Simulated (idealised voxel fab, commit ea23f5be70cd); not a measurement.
Process module in this document: voxel capacitor over wiring
The width of the displayed cross-section, cut, is 245 nm; its cells are square, with a size of 5 nm.
The cross-sections in this document take the form of a grid made of square cells. They are written out as bands, in order from top to bottom. Each band consists of one or more rows of cells. Heights first: top, then bottom, in nm. Then materials, left to right, each with a width in nm. "edge to edge" on a single material: fills the band edge to edge. "air": empty space. Note: height 0 marks the level under which the wafer is uniformly one material as received. Lowest band unbounded below, written "0..down". Note: "30 to 40" means the width goes from the first number (top row of the band) to the second number (bottom row) in equal steps per row of cells. Take "no modification" at face value: in the step it is given for, the cross-section changed in none of its cells. Voids not open to the top, 8 cells minimum: see "Closed void listing". Written width x height at distance; distance is from the left edge; nm. Post-settings text on a step line: simulator's own remark regarding the step. overlay nm: mask offset rightward from planned place, masked step; negative means leftward offset.

**These are the steps we planned for the process**
- 1: op RECEIVE | material Si
- 2: op CONFORMAL_DEP | material SiO2 | thk nm 15
- 3: op CONFORMAL_DEP | material SiN | thk nm 5
- 4: op DIRECTIONAL_DEP | material lowk | thk nm 25
- 5: op PATTERN | tone open | mask id METAL_1 | material resist | width nm 20 | pitch nm 75 | thk nm 20 | overlay nm 0
- 6: op DIRECTIONAL_ETCH | etch materials lowk | depth nm 25
- 7: op DIRECTIONAL_ETCH | etch materials SiN | depth nm 5
- 8: op STRIP | etch materials resist
- 9: op CONFORMAL_DEP | material TiN | thk nm 5
- 10: op FILL_DEP | material Cu | thk nm 5
- 11: op CMP | height nm 45
- 12: op CONFORMAL_DEP | material SiCN | thk nm 5
- 13: op DIRECTIONAL_DEP | material lowk | thk nm 10
- 14: op PATTERN | tone open | mask id PLUG_1 | material resist | width nm 15 | thk nm 20 | overlay nm 0
- 15: op DIRECTIONAL_ETCH | etch materials lowk | depth nm 10
- 16: op DIRECTIONAL_ETCH | etch materials SiCN | depth nm 5
- 17: op STRIP | etch materials resist
- 18: op CONFORMAL_DEP | material TiN | thk nm 5
- 19: op FILL_DEP | material Cu | thk nm 5
- 20: op CMP | height nm 60
- 21: op DIRECTIONAL_DEP | material TiN | thk nm 10
- 22: op DIRECTIONAL_DEP | material HfO2 | thk nm 5
- 23: op DIRECTIONAL_DEP | material TiN | thk nm 10
- 24: op MASKED_ETCH | tone cover | mask id UPPER_PLATE | width nm 60 | etch materials TiN | depth nm 10 | overlay nm 0
- 25: op MASKED_ETCH | tone cover | mask id UPPER_PLATE | width nm 60 | etch materials HfO2 | depth nm 5 | overlay nm 0
- 26: op MASKED_ETCH | tone cover | mask id LOWER_PLATE | width nm 70 | etch materials TiN | depth nm 10 | overlay nm 0
- 27: op FILL_DEP | material SiO2 | thk nm 15
- 28: op CMP | height nm 95
- 29: op MASKED_ETCH | tone open | mask id PLUG_2 | width nm 15 | etch materials SiO2 | depth nm 10 | overlay nm 0
- 30: op CONFORMAL_DEP | material TiN | thk nm 5
- 31: op FILL_DEP | material Cu | thk nm 10
- 32: op CMP | height nm 95
- 33: op CONFORMAL_DEP | material SiCN | thk nm 5

**First of two wafers, with the run carried out as planned**

**Cross-section, incoming material, after step 1**
  0..down | Si edge to edge
  Closed void listing: none

**After step 2, in cross-section**
  15..0 | SiO2 edge to edge
  No changes below 0.

**After step 3, in cross-section**
  20..15 | SiN edge to edge
  No changes below 15.

**After step 4, in cross-section**
  45..20 | lowk edge to edge
  No changes below 20.

**After step 5, in cross-section**
  65..45 | 75 resist / 20 air / 55 resist / 20 air / 75 resist
  No changes below 45.

**After step 6, in cross-section**
  65..45 | 75 resist / 20 air / 55 resist / 20 air / 75 resist
  45..20 | 75 lowk / 20 air / 55 lowk / 20 air / 75 lowk
  No changes below 20.

**After step 7, in cross-section**
  65..45 | 75 resist / 20 air / 55 resist / 20 air / 75 resist
  45..20 | 75 lowk / 20 air / 55 lowk / 20 air / 75 lowk
  20..15 | 75 SiN / 20 air / 55 SiN / 20 air / 75 SiN
  No changes below 15.

**After step 8, in cross-section**
  45..20 | 75 lowk / 20 air / 55 lowk / 20 air / 75 lowk
  No changes below 20.

**After step 9, in cross-section**
  50..45 | 80 TiN / 10 air / 65 TiN / 10 air / 80 TiN
  45..20 | 75 lowk / 5 TiN / 10 air / 5 TiN / 55 lowk / 5 TiN / 10 air / 5 TiN / 75 lowk
  20..15 | 75 SiN / 20 TiN / 55 SiN / 20 TiN / 75 SiN
  No changes below 15.

**After step 10, in cross-section**
  55..50 | Cu edge to edge
  50..45 | 80 TiN / 10 Cu / 65 TiN / 10 Cu / 80 TiN
  45..20 | 75 lowk / 5 TiN / 10 Cu / 5 TiN / 55 lowk / 5 TiN / 10 Cu / 5 TiN / 75 lowk
  No changes below 20.

**After step 11, in cross-section**
  45..20 | 75 lowk / 5 TiN / 10 Cu / 5 TiN / 55 lowk / 5 TiN / 10 Cu / 5 TiN / 75 lowk
  No changes below 20.

**After step 12, in cross-section**
  50..45 | SiCN edge to edge
  No changes below 45.

**After step 13, in cross-section**
  60..50 | lowk edge to edge
  No changes below 50.

**After step 14, in cross-section**
  80..60 | 80 resist / 15 air / 150 resist
  No changes below 60.

**After step 15, in cross-section**
  80..60 | 80 resist / 15 air / 150 resist
  60..50 | 80 lowk / 15 air / 150 lowk
  No changes below 50.

**After step 16, in cross-section**
  80..60 | 80 resist / 15 air / 150 resist
  60..50 | 80 lowk / 15 air / 150 lowk
  50..45 | 80 SiCN / 15 air / 150 SiCN
  No changes below 45.

**After step 17, in cross-section**
  60..50 | 80 lowk / 15 air / 150 lowk
  No changes below 50.

**After step 18, in cross-section**
  65..60 | 85 TiN / 5 air / 155 TiN
  60..50 | 80 lowk / 5 TiN / 5 air / 5 TiN / 150 lowk
  50..45 | 80 SiCN / 15 TiN / 150 SiCN
  No changes below 45.

**After step 19, in cross-section**
  70..65 | Cu edge to edge
  65..60 | 85 TiN / 5 Cu / 155 TiN
  60..50 | 80 lowk / 5 TiN / 5 Cu / 5 TiN / 150 lowk
  No changes below 50.

**After step 20, in cross-section**
  60..50 | 80 lowk / 5 TiN / 5 Cu / 5 TiN / 150 lowk
  No changes below 50.

**After step 21, in cross-section**
  70..60 | TiN edge to edge
  No changes below 60.

**After step 22, in cross-section**
  75..70 | HfO2 edge to edge
  No changes below 70.

**After step 23, in cross-section**
  85..75 | TiN edge to edge
  No changes below 75.

**After step 24, in cross-section**
  85..75 | 80 air / 60 TiN / 105 air
  No changes below 75.

**After step 25, in cross-section**
  85..75 | 80 air / 60 TiN / 105 air
  75..70 | 80 air / 60 HfO2 / 105 air
  No changes below 70.

**After step 26, in cross-section**
  85..75 | 80 air / 60 TiN / 105 air
  75..70 | 80 air / 60 HfO2 / 105 air
  70..60 | 75 air / 70 TiN / 100 air
  No changes below 60.

**After step 27, in cross-section**
  100..85 | SiO2 edge to edge
  85..75 | 80 SiO2 / 60 TiN / 105 SiO2
  75..70 | 80 SiO2 / 60 HfO2 / 105 SiO2
  70..60 | 75 SiO2 / 70 TiN / 100 SiO2
  No changes below 60.

**After step 28, in cross-section**
  95..85 | SiO2 edge to edge
  No changes below 85.

**After step 29, in cross-section**
  95..85 | 90 SiO2 / 15 air / 140 SiO2
  No changes below 85.

**After step 30, in cross-section**
  100..95 | 95 TiN / 5 air / 145 TiN
  95..90 | 90 SiO2 / 5 TiN / 5 air / 5 TiN / 140 SiO2
  90..85 | 90 SiO2 / 15 TiN / 140 SiO2
  No changes below 85.

**After step 31, in cross-section**
  110..100 | Cu edge to edge
  100..95 | 95 TiN / 5 Cu / 145 TiN
  95..90 | 90 SiO2 / 5 TiN / 5 Cu / 5 TiN / 140 SiO2
  No changes below 90.

**After step 32, in cross-section**
  95..90 | 90 SiO2 / 5 TiN / 5 Cu / 5 TiN / 140 SiO2
  No changes below 90.

**After step 33, in cross-section**
  100..95 | SiCN edge to edge
  No changes below 95.

**Notes, second wafer: start = first wafer's, plan = first wafer's, execution had one mistake; history identical to first through step 28**

**Second wafer at the planned finish of step 29, seen in cross-section**
  95..85 | 95 SiO2 / 15 air / 135 SiO2
  No changes below 85.

**Second wafer at the planned finish of step 30, seen in cross-section**
  100..95 | 100 TiN / 5 air / 140 TiN
  95..90 | 95 SiO2 / 5 TiN / 5 air / 5 TiN / 135 SiO2
  90..85 | 95 SiO2 / 15 TiN / 135 SiO2
  No changes below 85.

**Second wafer at the planned finish of step 31, seen in cross-section**
  110..100 | Cu edge to edge
  100..95 | 100 TiN / 5 Cu / 140 TiN
  95..90 | 95 SiO2 / 5 TiN / 5 Cu / 5 TiN / 135 SiO2
  No changes below 90.

**Second wafer at the planned finish of step 32, seen in cross-section**
  95..90 | 95 SiO2 / 5 TiN / 5 Cu / 5 TiN / 135 SiO2
  No changes below 90.

**Second wafer at the planned finish of step 33, seen in cross-section**
  100..95 | SiCN edge to edge
  No changes below 95.
Diagnosis: step 29 was not run as planned; what actually ran was op MASKED_ETCH | tone open | mask id PLUG_2 | width nm 15 | etch materials SiO2 | depth nm 10 | overlay nm 5
So at the finish, the second wafer's got exactly as many cells of each material as the first, just not in the same spots.
